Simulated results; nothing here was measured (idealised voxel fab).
The process module presented herein is designated voxel gate over fins.
Cross-sectional view cut (width: 240 nm; square cell size: 5 nm).
Notation: cross-section as square-cell grid; stated in bands, top first, going down; one or more cell rows per band. What a band's entry tells you: where the top is and where the bottom is, as heights in nm, and after that what lies inside, material by material from left to right, each with its width in nm. Empty space is written as the word "air", and a single material marked with the word "everywhere" occupies the band from edge to edge. Height reference: 0 = level under which incoming wafer is all one material. Lowest band: no bottom, runs on downward, e.g. "0 down". You'd read "30 to 40" like this: the band's top row of cells is as wide as the first number, its bottom row is as wide as the second, and going down, every row changes width by the same amount as the row before did. It should be understood that the words "remained the same", when stated for a given step, signify that the cross-section underwent no change in any of its cells during that step. Under "Unvented internal voids" you'll find the enclosed gaps, the ones with no way out to the top, that are 8 cells or bigger; each reads width x height at distance, with distance counted from the left edge, everything in nm. If you see something after the settings on a step's line, that's the simulator's own remark about that step. The line of a step may include "overlay nm". On a step with a mask, this value is how far to the right of its planned place the mask lay. A negative value means the mask lay to the left.

### Listed below are the process steps as planned
1,RECEIVE, material Si
2,CONFORMAL_DEP, material SiN, thk nm 10
3,DIRECTIONAL_DEP, material aC, thk nm 15
4,PATTERN, tone cover, mask id FINS, material resist, width nm 15, pitch nm 35, thk nm 30, overlay nm 0
5,DIRECTIONAL_ETCH, etch materials aC, depth nm 15
6,STRIP, etch materials resist
7,DIRECTIONAL_ETCH, etch materials SiN, depth nm 5
8,DIRECTIONAL_ETCH, etch materials Si, depth nm 35
9,STRIP, etch materials aC
10,OXIDIZE, depth nm 5
11,FILL_DEP, material SiO2, thk nm 5
12,CMP, height nm 10
13,SELECTIVE_ETCH, etch materials SiO2, depth nm 25
14,STRIP, etch materials SiN
15,CONFORMAL_DEP, material HfO2, thk nm 5
16,CONFORMAL_DEP, material TiN, thk nm 5
17,FILL_DEP, material W, thk nm 10
18,CMP, height nm 15
19,CONFORMAL_DEP, material SiN, thk nm 5
The depth nm used in step 7 is not the same on every wafer, whereas the starting condition is; the value printed in the plan is the first wafer's.

### First of several wafers, received after step 1, in cross-section
  0 down  Si everywhere
  Unvented internal voids: none

### First of several wafers, sectioned at end of module (last step: step 19)
  20 to 15  SiN everywhere
  15 to 10  W everywhere
  10 to 5  TiN everywhere
  5 to 0  HfO2 everywhere
  0 down  Si everywhere
  Unvented internal voids: none

### Last wafer, end of module, cross-section
  20 to 15  SiN everywhere
  15 to 10  W everywhere
  10 to 5  W=70  TiN=25  W=10  TiN=25  W=10  TiN=25  W=75
  5 to 0  W=70  TiN=5  HfO2=15  TiN=5  W=10  TiN=5  HfO2=15  TiN=5  W=10  TiN=5  HfO2=15  TiN=5  W=75
  0 to -5  W=70  TiN=5  HfO2=5  Si=5  HfO2=5  TiN=5  W=10  TiN=5  HfO2=5  Si=5  HfO2=5  TiN=5  W=10  TiN=5  HfO2=5  Si=5  HfO2=5  TiN=5  W=75
  -5 to -10  TiN=75  HfO2=5  Si=5  HfO2=5  TiN=20  HfO2=5  Si=5  HfO2=5  TiN=20  HfO2=5  Si=5  HfO2=5  TiN=80
  -10 to -15  HfO2=80  Si=5  HfO2=30  Si=5  HfO2=30  Si=5  HfO2=85
  -15 to -40  SiO2=80  Si=5  SiO2=30  Si=5  SiO2=30  Si=5  SiO2=85
  -40 down  Si everywhere
  Unvented internal voids: none

### Tabulated below, wafer by wafer, are the end-of-module results: for each material, the number of cells gained (+) or lost (-) relative to the as-received state, followed by the closed voids
depth nm 5 | +48 HfO2 | +48 SiN | +48 TiN | +48 W | Unvented internal voids: none
depth nm 10 | +66 HfO2 | -360 Si | +48 SiN | +225 SiO2 | +66 TiN | +147 W | Unvented internal voids: none
depth nm 15 | +66 HfO2 | -360 Si | +48 SiN | +225 SiO2 | +66 TiN | +147 W | Unvented internal voids: none
depth nm 20 | +66 HfO2 | -360 Si | +48 SiN | +225 SiO2 | +66 TiN | +147 W | Unvented internal voids: none
depth nm 25 | +66 HfO2 | -360 Si | +48 SiN | +225 SiO2 | +66 TiN | +147 W | Unvented internal voids: none
